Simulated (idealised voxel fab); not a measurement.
Proc. module: voxel plated lines
It is cross-section cut that appears here, measuring 270 nm in width, its square cells being 5 nm in size.
Cross-section format: a grid of square cells, given as bands from top to bottom; each band is one or more rows of cells. Look at the band entry: it leads with the top's height and the bottom's height in nm. Then it lists the materials left to right, with a width in nm for each. The word "everywhere" on a single material says that material fills the band edge to edge. The word "empty" is empty space. Basically, 0 is our baseline, since under it the wafer straight out of the box is all one material. The bottom band has no lower end and keeps on going down, so it looks like "0 nm and below". Width spec "30->40" -> top row of cells at first value, bottom row at second value, equal per-row change in between. The designation "all unchanged", where it is given for a processing step, indicates that no cell of the cross-section was altered in the course of that step. Heads up: "Internal closed voids" only lists the empty pockets with no open path to the top that are 8 cells or more, and it writes them as width x height at distance, distance from the left edge, in nm. Anything after a step's settings on that line? It's the simulator's own note about the step. overlay nm: step with mask; distance mask lay right of planned place; negative value = left of planned place.

Steps planned for the process:
1,RECEIVE: material Si
2,CONFORMAL_DEP: material SiO2, thk nm 15
3,DIRECTIONAL_DEP: material TiN, thk nm 5
4,PATTERN: tone open, mask id LINES, material resist, width nm 15, pitch nm 35, thk nm 15, overlay nm 0
5,EPI: material Ru, thk nm 10
6,STRIP: etch materials resist
7,DIRECTIONAL_ETCH: etch materials TiN, depth nm 5
8,CONFORMAL_DEP: material SiO2, thk nm 10

The cross-section here shows the wafer as received, i.e. in its state after step 1:
  0 nm and below | Si everywhere
  Internal closed voids: none

Figure: cross-sectional view of the wafer upon completion of the module, processed from the initial state and according to the plan depicted above, with one error introduced during execution:
  40 nm to 30 nm | 80 nm empty  110 nm SiO2  80 nm empty
  30 nm to 25 nm | 80 nm empty  10 nm SiO2  20 nm Ru  15 nm SiO2  20 nm Ru  15 nm SiO2  20 nm Ru  10 nm SiO2  80 nm empty
  25 nm to 20 nm | 90 nm SiO2  20 nm Ru  15 nm SiO2  20 nm Ru  15 nm SiO2  20 nm Ru  90 nm SiO2
  20 nm to 15 nm | 90 nm SiO2  20 nm TiN  15 nm SiO2  20 nm TiN  15 nm SiO2  20 nm TiN  90 nm SiO2
  15 nm to 0 nm | SiO2 everywhere
  0 nm and below | Si everywhere
  Internal closed voids: none
Deviation noted in wafer processing: contrary to plan, step 4 was performed as PATTERN: tone open, mask id LINES, material resist, width nm 20, pitch nm 35, thk nm 15, overlay nm 0
